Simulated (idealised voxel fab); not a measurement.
process module | voxel wiring stack
cross-section cut | 155 nm wide | cells 5 nm
A cross-section is a grid of square cells, given in bands from the top down. A band is one or more rows of cells.
Each band's line starts with the height of the band's top and of its bottom, in nm. Then come its materials from left to right, each with its width in nm. One material with "throughout" fills the band from edge to edge. "air" is empty space.
Height 0 is the level under which the wafer as received is all one material. The lowest band goes on downwards, as in "0 down".
A width such as "30 to 40" changes by the same amount from each row of cells to the next, from the band's top row to its bottom row.
"no change" after a step means that no cell of the cross-section changed.
closed voids: empty space of 8 cells or more with no open way to the top, each as width x height at its distance from the left edge, in nm
after a step's settings: what the simulator itself notes on the step
overlay nm, on a step with a mask: how far to the right of its planned place the mask lay; to the left if negative
plan
1 op RECEIVE | material Si
2 op CONFORMAL_DEP | material SiO2 | thk nm 15
3 op CONFORMAL_DEP | material SiCN | thk nm 5
4 op DIRECTIONAL_DEP | material lowk | thk nm 20
5 op PATTERN | tone open | mask id METAL_1 | material resist | width nm 20 | pitch nm 40 | thk nm 20 | overlay nm 0
6 op DIRECTIONAL_ETCH | etch materials lowk | depth nm 20
7 op DIRECTIONAL_ETCH | etch materials SiCN | depth nm 5
8 op STRIP | etch materials resist
9 op CONFORMAL_DEP | material TiN | thk nm 5
10 op FILL_DEP | material W | thk nm 10
11 op CMP | height nm 40
12 op CONFORMAL_DEP | material SiCN | thk nm 5
13 op DIRECTIONAL_DEP | material lowk | thk nm 15
14 op MASKED_ETCH | tone open | mask id PLUG_1 | width nm 15 | pitch nm 40 | etch materials lowk | depth nm 15 | overlay nm 0
15 op MASKED_ETCH | tone open | mask id PLUG_1 | width nm 15 | pitch nm 40 | etch materials SiCN | depth nm 5 | overlay nm 0
16 op EPI | material Ru | thk nm 10
17 op EPI | material Ru | thk nm 10
18 op CONFORMAL_DEP | material SiCN | thk nm 5
19 op DIRECTIONAL_DEP | material SiO2 | thk nm 25
20 op DIRECTIONAL_DEP | material aC | thk nm 10
21 op PATTERN | tone open | mask id METAL_2 | material resist | width nm 20 | pitch nm 40 | thk nm 25 | overlay nm 0
22 op DIRECTIONAL_ETCH | etch materials aC | depth nm 10
23 op STRIP | etch materials resist
24 op DIRECTIONAL_ETCH | etch materials SiO2 | depth nm 25
25 op DIRECTIONAL_ETCH | etch materials SiCN | depth nm 5
26 op STRIP | etch materials aC
27 op CONFORMAL_DEP | material TiN | thk nm 5
28 op FILL_DEP | material W | thk nm 10
29 op CMP | height nm 90
30 op CONFORMAL_DEP | material SiCN | thk nm 5
31 op DIRECTIONAL_DEP | material SiO2 | thk nm 15
32 op MASKED_ETCH | tone open | mask id PLUG_2 | width nm 15 | pitch nm 40 | etch materials SiO2 | depth nm 15 | overlay nm 0
33 op MASKED_ETCH | tone open | mask id PLUG_2 | width nm 15 | pitch nm 40 | etch materials SiCN | depth nm 5 | overlay nm 0
34 op EPI | material Ru | thk nm 10
35 op EPI | material Ru | thk nm 10
36 op CONFORMAL_DEP | material SiCN | thk nm 5
37 op DIRECTIONAL_DEP | material lowk | thk nm 15
38 op DIRECTIONAL_DEP | material aC | thk nm 10
39 op PATTERN | tone open | mask id METAL_3 | material resist | width nm 20 | pitch nm 40 | thk nm 30 | overlay nm 0
40 op DIRECTIONAL_ETCH | etch materials aC | depth nm 10
41 op STRIP | etch materials resist
42 op DIRECTIONAL_ETCH | etch materials lowk | depth nm 15
43 op DIRECTIONAL_ETCH | etch materials SiCN | depth nm 5
44 op STRIP | etch materials aC
45 op CONFORMAL_DEP | material TiN | thk nm 5
46 op FILL_DEP | material Cu | thk nm 5
47 op CMP | height nm 130
48 op EPI | material Ru | thk nm 5
49 op FILL_DEP | material SiCN | thk nm 5
as received, after step 1
  0 down: Si throughout
  closed voids: none
a wafer at the end: this start, this plan, one mistake
  140 to 135: SiCN throughout
  135 to 130: SiCN 20 | Ru 30 | SiCN 10 | Ru 30 | SiCN 10 | Ru 30 | SiCN 25
  130 to 115: lowk 25 | TiN 5 | Cu 10 | TiN 5 | lowk 20 | TiN 5 | Cu 10 | TiN 5 | lowk 20 | TiN 5 | Cu 10 | TiN 5 | lowk 30
  115 to 110: SiCN 25 | TiN 20 | SiCN 20 | TiN 20 | SiCN 20 | TiN 20 | SiCN 30
  110 to 95: SiO2 25 | Ru 15 | SiO2 25 | Ru 15 | SiO2 25 | Ru 15 | SiO2 35
  95 to 90: SiCN 25 | Ru 15 | SiCN 25 | Ru 15 | SiCN 25 | Ru 15 | SiCN 35
  90 to 70: SiO2 25 | TiN 5 | W 10 | TiN 5 | SiO2 20 | TiN 5 | W 10 | TiN 5 | SiO2 20 | TiN 5 | W 10 | TiN 5 | SiO2 30
  70 to 65: SiO2 25 | TiN 20 | SiO2 20 | TiN 20 | SiO2 20 | TiN 20 | SiO2 30
  65 to 60: W throughout
  60 to 45: lowk 25 | Ru 15 | lowk 25 | Ru 15 | lowk 25 | Ru 15 | lowk 35
  45 to 40: SiCN 25 | Ru 15 | SiCN 25 | Ru 15 | SiCN 25 | Ru 15 | SiCN 35
  40 to 20: lowk 25 | TiN 5 | W 10 | TiN 5 | lowk 20 | TiN 5 | W 10 | TiN 5 | lowk 20 | TiN 5 | W 10 | TiN 5 | lowk 30
  20 to 15: SiCN 25 | TiN 20 | SiCN 20 | TiN 20 | SiCN 20 | TiN 20 | SiCN 30
  15 to 0: SiO2 throughout
  0 down: Si throughout
  closed voids: none
what went wrong: step 18 ran as: op CONFORMAL_DEP | material W | thk nm 5
